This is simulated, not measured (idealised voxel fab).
The following process module bears the name voxel wiring stack.
Square cell edge 5 nm, section width 290 nm, ID cut.
For the purposes of this document, a cross-section shall be understood as a grid of square cells, specified as bands listed in top-to-bottom order, each band consisting of one or more rows of cells. Top, bottom (nm), then materials left to right with widths (nm); lone material tagged "throughout" fills the whole band edge to edge; "blank" = empty space. Heights from 0 (as-received wafer is one material below). Bottom band endless downward, as "0 down". A width such as "30->40" changes by the same amount from each row of cells to the next, from the band's top row to its bottom row. What does "no modification" mean for a step? It means no cell of the cross-section changed in that step. Heads up: "Sealed void listing" only lists the empty pockets with no open path to the top that are 8 cells or more, and it writes them as width x height at distance, distance from the left edge, in nm. Where a step's line continues beyond its settings, the continuation is a remark by the simulator itself on that step. "overlay nm" answers the question of how far to the right of plan the mask lay on a step that has a mask, and when it is negative the answer is to the left.
This section lists the process steps that were planned:
1,op RECEIVE | material Si
2,op CONFORMAL_DEP | material SiO2 | thk nm 10
3,op CONFORMAL_DEP | material SiCN | thk nm 5
4,op DIRECTIONAL_DEP | material SiO2 | thk nm 25
5,op MASKED_ETCH | tone open | mask id METAL_1 | width nm 20 | pitch nm 45 | etch materials SiO2 | depth nm 25 | overlay nm 0
6,op MASKED_ETCH | tone open | mask id METAL_1 | width nm 20 | pitch nm 45 | etch materials SiCN | depth nm 5 | overlay nm 0
7,op CONFORMAL_DEP | material TiN | thk nm 5
8,op FILL_DEP | material Cu | thk nm 5
9,op CMP | height nm 40
10,op CONFORMAL_DEP | material SiCN | thk nm 5
11,op DIRECTIONAL_DEP | material SiO2 | thk nm 30
12,op MASKED_ETCH | tone open | mask id METAL_2 | width nm 20 | pitch nm 45 | etch materials SiO2 | depth nm 15 | overlay nm 0
13,op PATTERN | tone open | mask id METAL_2_HOLES | material resist | width nm 15 | thk nm 15 | overlay nm 0
14,op DIRECTIONAL_ETCH | etch materials SiO2 | depth nm 15
15,op DIRECTIONAL_ETCH | etch materials SiCN | depth nm 5
16,op STRIP | etch materials resist
17,op CONFORMAL_DEP | material TiN | thk nm 5
18,op FILL_DEP | material Cu | thk nm 5
19,op CMP | height nm 75
20,op CONFORMAL_DEP | material SiCN | thk nm 5
21,op DIRECTIONAL_DEP | material lowk | thk nm 30
22,op PATTERN | tone open | mask id METAL_3_HOLES | material resist | width nm 15 | pitch nm 45 | thk nm 20 | overlay nm 0
23,op DIRECTIONAL_ETCH | etch materials lowk | depth nm 30
24,op STRIP | etch materials resist
25,op MASKED_ETCH | tone open | mask id METAL_3 | width nm 20 | pitch nm 45 | etch materials lowk | depth nm 15 | overlay nm 0
26,op MASKED_ETCH | tone open | mask id METAL_3 | width nm 20 | pitch nm 45 | etch materials SiCN | depth nm 5 | overlay nm 0
27,op CONFORMAL_DEP | material TiN | thk nm 5
28,op FILL_DEP | material Ru | thk nm 5
29,op CMP | height nm 110
30,op CONFORMAL_DEP | material SiCN | thk nm 5
31,op DIRECTIONAL_DEP | material lowk | thk nm 35
32,op DIRECTIONAL_DEP | material aC | thk nm 10
33,op PATTERN | tone open | mask id METAL_4_HOLES | material resist | width nm 15 | thk nm 25 | overlay nm 0
34,op DIRECTIONAL_ETCH | etch materials aC | depth nm 10
35,op STRIP | etch materials resist
36,op DIRECTIONAL_ETCH | etch materials lowk | depth nm 35
37,op STRIP | etch materials aC
38,op PATTERN | tone open | mask id METAL_4 | material resist | width nm 20 | pitch nm 45 | thk nm 15 | overlay nm 0
39,op DIRECTIONAL_ETCH | etch materials lowk | depth nm 20
40,op DIRECTIONAL_ETCH | etch materials SiCN | depth nm 5
41,op STRIP | etch materials resist
42,op CONFORMAL_DEP | material TiN | thk nm 5
43,op FILL_DEP | material Cu | thk nm 10
44,op CMP | height nm 150
45,op CONFORMAL_DEP | material SiN | thk nm 5
Of two wafers, the first: run according to plan:
Cross-section of the wafer as it came to us, i.e., already through step 1:
	0 down = Si throughout
	Sealed void listing: none
Cross-section through the wafer, step 2 finished:
	10 to 0 = SiO2 throughout
	Rest of section, below 0: as before.
Cross-section through the wafer, step 3 finished:
	15 to 10 = SiCN throughout
	Rest of section, below 10: as before.
Cross-section through the wafer, step 4 finished:
	40 to 15 = SiO2 throughout
	Rest of section, below 15: as before.
Cross-section through the wafer, step 5 finished:
	40 to 15 = SiO2: 110 | blank: 20 | SiO2: 25 | blank: 20 | SiO2: 115
	Rest of section, below 15: as before.
Cross-section through the wafer, step 6 finished:
	40 to 15 = SiO2: 110 | blank: 20 | SiO2: 25 | blank: 20 | SiO2: 115
	15 to 10 = SiCN: 110 | blank: 20 | SiCN: 25 | blank: 20 | SiCN: 115
	Rest of section, below 10: as before.
Cross-section through the wafer, step 7 finished:
	45 to 40 = TiN: 115 | blank: 10 | TiN: 35 | blank: 10 | TiN: 120
	40 to 15 = SiO2: 110 | TiN: 5 | blank: 10 | TiN: 5 | SiO2: 25 | TiN: 5 | blank: 10 | TiN: 5 | SiO2: 115
	15 to 10 = SiCN: 110 | TiN: 20 | SiCN: 25 | TiN: 20 | SiCN: 115
	Rest of section, below 10: as before.
Cross-section through the wafer, step 8 finished:
	50 to 45 = Cu throughout
	45 to 40 = TiN: 115 | Cu: 10 | TiN: 35 | Cu: 10 | TiN: 120
	40 to 15 = SiO2: 110 | TiN: 5 | Cu: 10 | TiN: 5 | SiO2: 25 | TiN: 5 | Cu: 10 | TiN: 5 | SiO2: 115
	Rest of section, below 15: as before.
Cross-section through the wafer, step 9 finished:
	40 to 15 = SiO2: 110 | TiN: 5 | Cu: 10 | TiN: 5 | SiO2: 25 | TiN: 5 | Cu: 10 | TiN: 5 | SiO2: 115
	Rest of section, below 15: as before.
Cross-section through the wafer, step 10 finished:
	45 to 40 = SiCN throughout
	Rest of section, below 40: as before.
Cross-section through the wafer, step 11 finished:
	75 to 45 = SiO2 throughout
	Rest of section, below 45: as before.
Cross-section through the wafer, step 12 finished:
	75 to 60 = SiO2: 110 | blank: 20 | SiO2: 25 | blank: 20 | SiO2: 115
	Rest of section, below 60: as before.
Cross-section through the wafer, step 13 finished:
	90 to 75 = resist: 110 | blank: 15 | resist: 165
	75 to 60 = SiO2: 110 | blank: 15 | resist: 5 | SiO2: 25 | resist: 20 | SiO2: 115
	Rest of section, below 60: as before.
Cross-section through the wafer, step 14 finished:
	90 to 75 = resist: 110 | blank: 15 | resist: 165
	75 to 60 = SiO2: 110 | blank: 15 | resist: 5 | SiO2: 25 | resist: 20 | SiO2: 115
	60 to 45 = SiO2: 110 | blank: 15 | SiO2: 165
	Rest of section, below 45: as before.
Cross-section through the wafer, step 15 finished:
	90 to 75 = resist: 110 | blank: 15 | resist: 165
	75 to 60 = SiO2: 110 | blank: 15 | resist: 5 | SiO2: 25 | resist: 20 | SiO2: 115
	60 to 45 = SiO2: 110 | blank: 15 | SiO2: 165
	45 to 40 = SiCN: 110 | blank: 15 | SiCN: 165
	Rest of section, below 40: as before.
Cross-section through the wafer, step 16 finished:
	75 to 60 = SiO2: 110 | blank: 20 | SiO2: 25 | blank: 20 | SiO2: 115
	Rest of section, below 60: as before.
Cross-section through the wafer, step 17 finished:
	80 to 75 = TiN: 115 | blank: 10 | TiN: 35 | blank: 10 | TiN: 120
	75 to 65 = SiO2: 110 | TiN: 5 | blank: 10 | TiN: 5 | SiO2: 25 | TiN: 5 | blank: 10 | TiN: 5 | SiO2: 115
	65 to 60 = SiO2: 110 | TiN: 5 | blank: 5 | TiN: 10 | SiO2: 25 | TiN: 20 | SiO2: 115
	60 to 45 = SiO2: 110 | TiN: 5 | blank: 5 | TiN: 5 | SiO2: 165
	45 to 40 = SiCN: 110 | TiN: 15 | SiCN: 165
	Rest of section, below 40: as before.
Cross-section through the wafer, step 18 finished:
	85 to 80 = Cu throughout
	80 to 75 = TiN: 115 | Cu: 10 | TiN: 35 | Cu: 10 | TiN: 120
	75 to 65 = SiO2: 110 | TiN: 5 | Cu: 10 | TiN: 5 | SiO2: 25 | TiN: 5 | Cu: 10 | TiN: 5 | SiO2: 115
	65 to 60 = SiO2: 110 | TiN: 5 | Cu: 5 | TiN: 10 | SiO2: 25 | TiN: 20 | SiO2: 115
	60 to 45 = SiO2: 110 | TiN: 5 | Cu: 5 | TiN: 5 | SiO2: 165
	Rest of section, below 45: as before.
Cross-section through the wafer, step 19 finished:
	75 to 65 = SiO2: 110 | TiN: 5 | Cu: 10 | TiN: 5 | SiO2: 25 | TiN: 5 | Cu: 10 | TiN: 5 | SiO2: 115
	Rest of section, below 65: as before.
Cross-section through the wafer, step 20 finished:
	80 to 75 = SiCN throughout
	Rest of section, below 75: as before.
Cross-section through the wafer, step 21 finished:
	110 to 80 = lowk throughout
	Rest of section, below 80: as before.
Cross-section through the wafer, step 22 finished:
	130 to 110 = resist: 110 | blank: 15 | resist: 30 | blank: 15 | resist: 120
	Rest of section, below 110: as before.
Cross-section through the wafer, step 23 finished:
	130 to 110 = resist: 110 | blank: 15 | resist: 30 | blank: 15 | resist: 120
	110 to 80 = lowk: 110 | blank: 15 | lowk: 30 | blank: 15 | lowk: 120
	Rest of section, below 80: as before.
Cross-section through the wafer, step 24 finished:
	110 to 80 = lowk: 110 | blank: 15 | lowk: 30 | blank: 15 | lowk: 120
	Rest of section, below 80: as before.
Cross-section through the wafer, step 25 finished:
	110 to 95 = lowk: 110 | blank: 20 | lowk: 25 | blank: 20 | lowk: 115
	Rest of section, below 95: as before.
Cross-section through the wafer, step 26 finished:
	110 to 95 = lowk: 110 | blank: 20 | lowk: 25 | blank: 20 | lowk: 115
	95 to 80 = lowk: 110 | blank: 15 | lowk: 30 | blank: 15 | lowk: 120
	80 to 75 = SiCN: 110 | blank: 15 | SiCN: 30 | blank: 15 | SiCN: 120
	Rest of section, below 75: as before.
Cross-section through the wafer, step 27 finished:
	115 to 110 = TiN: 115 | blank: 10 | TiN: 35 | blank: 10 | TiN: 120
	110 to 100 = lowk: 110 | TiN: 5 | blank: 10 | TiN: 5 | lowk: 25 | TiN: 5 | blank: 10 | TiN: 5 | lowk: 115
	100 to 95 = lowk: 110 | TiN: 5 | blank: 5 | TiN: 10 | lowk: 25 | TiN: 5 | blank: 5 | TiN: 10 | lowk: 115
	95 to 80 = lowk: 110 | TiN: 5 | blank: 5 | TiN: 5 | lowk: 30 | TiN: 5 | blank: 5 | TiN: 5 | lowk: 120
	80 to 75 = SiCN: 110 | TiN: 15 | SiCN: 30 | TiN: 15 | SiCN: 120
	Rest of section, below 75: as before.
Cross-section through the wafer, step 28 finished:
	120 to 115 = Ru throughout
	115 to 110 = TiN: 115 | Ru: 10 | TiN: 35 | Ru: 10 | TiN: 120
	110 to 100 = lowk: 110 | TiN: 5 | Ru: 10 | TiN: 5 | lowk: 25 | TiN: 5 | Ru: 10 | TiN: 5 | lowk: 115
	100 to 95 = lowk: 110 | TiN: 5 | Ru: 5 | TiN: 10 | lowk: 25 | TiN: 5 | Ru: 5 | TiN: 10 | lowk: 115
	95 to 80 = lowk: 110 | TiN: 5 | Ru: 5 | TiN: 5 | lowk: 30 | TiN: 5 | Ru: 5 | TiN: 5 | lowk: 120
	Rest of section, below 80: as before.
Cross-section through the wafer, step 29 finished:
	110 to 100 = lowk: 110 | TiN: 5 | Ru: 10 | TiN: 5 | lowk: 25 | TiN: 5 | Ru: 10 | TiN: 5 | lowk: 115
	Rest of section, below 100: as before.
Cross-section through the wafer, step 30 finished:
	115 to 110 = SiCN throughout
	Rest of section, below 110: as before.
Cross-section through the wafer, step 31 finished:
	150 to 115 = lowk throughout
	Rest of section, below 115: as before.
Cross-section through the wafer, step 32 finished:
	160 to 150 = aC throughout
	Rest of section, below 150: as before.
Cross-section through the wafer, step 33 finished:
	185 to 160 = resist: 110 | blank: 15 | resist: 165
	Rest of section, below 160: as before.
Cross-section through the wafer, step 34 finished:
	175 to 160 = resist: 110 | blank: 15 | resist: 165
	160 to 150 = aC: 110 | blank: 15 | aC: 165
	Rest of section, below 150: as before.
Cross-section through the wafer, step 35 finished:
	160 to 150 = aC: 110 | blank: 15 | aC: 165
	Rest of section, below 150: as before.
Cross-section through the wafer, step 36 finished:
	160 to 150 = aC: 110 | blank: 15 | aC: 165
	150 to 115 = lowk: 110 | blank: 15 | lowk: 165
	Rest of section, below 115: as before.
Cross-section through the wafer, step 37 finished:
	150 to 115 = lowk: 110 | blank: 15 | lowk: 165
	Rest of section, below 115: as before.
Cross-section through the wafer, step 38 finished:
	165 to 150 = resist: 110 | blank: 20 | resist: 25 | blank: 20 | resist: 115
	Rest of section, below 150: as before.
Cross-section through the wafer, step 39 finished:
	165 to 150 = resist: 110 | blank: 20 | resist: 25 | blank: 20 | resist: 115
	150 to 130 = lowk: 110 | blank: 20 | lowk: 25 | blank: 20 | lowk: 115
	Rest of section, below 130: as before.
Cross-section through the wafer, step 40 finished:
	165 to 150 = resist: 110 | blank: 20 | resist: 25 | blank: 20 | resist: 115
	150 to 130 = lowk: 110 | blank: 20 | lowk: 25 | blank: 20 | lowk: 115
	130 to 115 = lowk: 110 | blank: 15 | lowk: 165
	115 to 110 = SiCN: 110 | blank: 15 | SiCN: 165
	Rest of section, below 110: as before.
Cross-section through the wafer, step 41 finished:
	150 to 130 = lowk: 110 | blank: 20 | lowk: 25 | blank: 20 | lowk: 115
	Rest of section, below 130: as before.
Cross-section through the wafer, step 42 finished:
	155 to 150 = TiN: 115 | blank: 10 | TiN: 35 | blank: 10 | TiN: 120
	150 to 135 = lowk: 110 | TiN: 5 | blank: 10 | TiN: 5 | lowk: 25 | TiN: 5 | blank: 10 | TiN: 5 | lowk: 115
	135 to 130 = lowk: 110 | TiN: 5 | blank: 5 | TiN: 10 | lowk: 25 | TiN: 20 | lowk: 115
	130 to 115 = lowk: 110 | TiN: 5 | blank: 5 | TiN: 5 | lowk: 165
	115 to 110 = SiCN: 110 | TiN: 15 | SiCN: 165
	Rest of section, below 110: as before.
Cross-section through the wafer, step 43 finished:
	165 to 155 = Cu throughout
	155 to 150 = TiN: 115 | Cu: 10 | TiN: 35 | Cu: 10 | TiN: 120
	150 to 135 = lowk: 110 | TiN: 5 | Cu: 10 | TiN: 5 | lowk: 25 | TiN: 5 | Cu: 10 | TiN: 5 | lowk: 115
	135 to 130 = lowk: 110 | TiN: 5 | Cu: 5 | TiN: 10 | lowk: 25 | TiN: 20 | lowk: 115
	130 to 115 = lowk: 110 | TiN: 5 | Cu: 5 | TiN: 5 | lowk: 165
	Rest of section, below 115: as before.
Cross-section through the wafer, step 44 finished:
	150 to 135 = lowk: 110 | TiN: 5 | Cu: 10 | TiN: 5 | lowk: 25 | TiN: 5 | Cu: 10 | TiN: 5 | lowk: 115
	Rest of section, below 135: as before.
Cross-section through the wafer, step 45 finished:
	155 to 150 = SiN throughout
	Rest of section, below 150: as before.
It is to be noted that the second wafer proceeded from the same initial state and according to the same plan as the first, although one mistake was committed in its execution; through step 37, inclusive, the two wafers share an identical history:
The second wafer cut through, at the time step 38 was supposed to be finished:
	165 to 150 = resist: 110 | blank: 25 | resist: 20 | blank: 25 | resist: 110
	Rest of section, below 150: as before.
The second wafer cut through, at the time step 39 was supposed to be finished:
	165 to 150 = resist: 110 | blank: 25 | resist: 20 | blank: 25 | resist: 110
	150 to 130 = lowk: 110 | blank: 25 | lowk: 20 | blank: 25 | lowk: 110
	Rest of section, below 130: as before.
The second wafer cut through, at the time step 40 was supposed to be finished:
	165 to 150 = resist: 110 | blank: 25 | resist: 20 | blank: 25 | resist: 110
	150 to 130 = lowk: 110 | blank: 25 | lowk: 20 | blank: 25 | lowk: 110
	130 to 115 = lowk: 110 | blank: 15 | lowk: 165
	115 to 110 = SiCN: 110 | blank: 15 | SiCN: 165
	Rest of section, below 110: as before.
The second wafer cut through, at the time step 41 was supposed to be finished:
	150 to 130 = lowk: 110 | blank: 25 | lowk: 20 | blank: 25 | lowk: 110
	Rest of section, below 130: as before.
The second wafer cut through, at the time step 42 was supposed to be finished:
	155 to 150 = TiN: 115 | blank: 15 | TiN: 30 | blank: 15 | TiN: 115
	150 to 135 = lowk: 110 | TiN: 5 | blank: 15 | TiN: 5 | lowk: 20 | TiN: 5 | blank: 15 | TiN: 5 | lowk: 110
	135 to 130 = lowk: 110 | TiN: 5 | blank: 5 | TiN: 15 | lowk: 20 | TiN: 25 | lowk: 110
	130 to 115 = lowk: 110 | TiN: 5 | blank: 5 | TiN: 5 | lowk: 165
	115 to 110 = SiCN: 110 | TiN: 15 | SiCN: 165
	Rest of section, below 110: as before.
The second wafer cut through, at the time step 43 was supposed to be finished:
	165 to 155 = Cu throughout
	155 to 150 = TiN: 115 | Cu: 15 | TiN: 30 | Cu: 15 | TiN: 115
	150 to 135 = lowk: 110 | TiN: 5 | Cu: 15 | TiN: 5 | lowk: 20 | TiN: 5 | Cu: 15 | TiN: 5 | lowk: 110
	135 to 130 = lowk: 110 | TiN: 5 | Cu: 5 | TiN: 15 | lowk: 20 | TiN: 25 | lowk: 110
	130 to 115 = lowk: 110 | TiN: 5 | Cu: 5 | TiN: 5 | lowk: 165
	Rest of section, below 115: as before.
The second wafer cut through, at the time step 44 was supposed to be finished:
	150 to 135 = lowk: 110 | TiN: 5 | Cu: 15 | TiN: 5 | lowk: 20 | TiN: 5 | Cu: 15 | TiN: 5 | lowk: 110
	Rest of section, below 135: as before.
The second wafer cut through, at the time step 45 was supposed to be finished:
	155 to 150 = SiN throughout
	Rest of section, below 150: as before.
Misprocessing identified: step 38: run off-plan, actual operation and settings op PATTERN | tone open | mask id METAL_4 | material resist | width nm 25 | pitch nm 45 | thk nm 15 | overlay nm 0
Upon completion, the second wafer contains, in terms of cells, a greater or smaller amount of certain materials than the first wafer: +6 Cu | +2 TiN | -8 lowk
